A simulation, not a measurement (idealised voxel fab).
Presented below is a process module, voxel released beams.
Section shown: cut. Width: 270 nm. Cell size: 5 nm, square.
This document writes a cross-section as a grid whose cells are square, and gives it as bands, listed from the top down; one or more rows of cells form a band. Quick guide to a band line: top height, bottom height (nm) up front; then every material left to right with its width in nm. Only one material and it's marked "full width"? Then it fills the band edge to edge. And "air" just means empty space. Height is counted from the level 0, under which the received wafer is composed throughout of one material. The lowest of the bands is not closed at the bottom but continues downward, in the notation "top 0, no bottom". Top row gets the first number, bottom row gets the second, and each row in between changes by the same step: that is how a band width like "30 to 40" works. Where a step carries "remained the same", the cross-section came out of it unchanged, cell for cell. Trapped cavities: empty space of 8 cells or more with no open way to the top, each as width x height at its distance from the left edge, in nm. Anything after a step's settings on that line? It's the simulator's own note about the step. overlay nm: mask offset rightward from planned place, masked step; negative means leftward offset.
### Steps planned for the process
| 1 | RECEIVE,material Si |
| 2 | CONFORMAL_DEP,material Al2O3,thk nm 10 |
| 3 | DIRECTIONAL_DEP,material SiO2,thk nm 15 |
| 4 | MASKED_ETCH,tone open,mask id ANCHOR,width nm 30,etch materials SiO2,depth nm 15,overlay nm 0 |
| 5 | CONFORMAL_DEP,material polySi,thk nm 10 |
| 6 | MASKED_ETCH,tone cover,mask id BEAM,width nm 115,etch materials polySi,depth nm 10,overlay nm 0 |
| 7 | STRIP,etch materials SiO2 |
### Cross-section of the wafer at receipt, which is the condition after step 1
* top 0, no bottom | Si full width
* Trapped cavities: none
### Below is the wafer in cross-section after the module was completed. It began from the starting point shown above and followed the plan shown above, except that one mistake was made while running it
* top 30, bottom 20 | air (75), polySi (15), air (10), polySi (90), air (80)
* top 20, bottom 15 | air (80), polySi (10), air (10), polySi (10), air (160)
* top 15, bottom 5 | air (80), polySi (30), air (160)
* top 5, bottom 0 | Al2O3 full width
* top 0, no bottom | Si full width
* Trapped cavities: none
What broke from the plan during processing? step 2 was processed under conditions differing from the plan, specifically as CONFORMAL_DEP,material Al2O3,thk nm 5
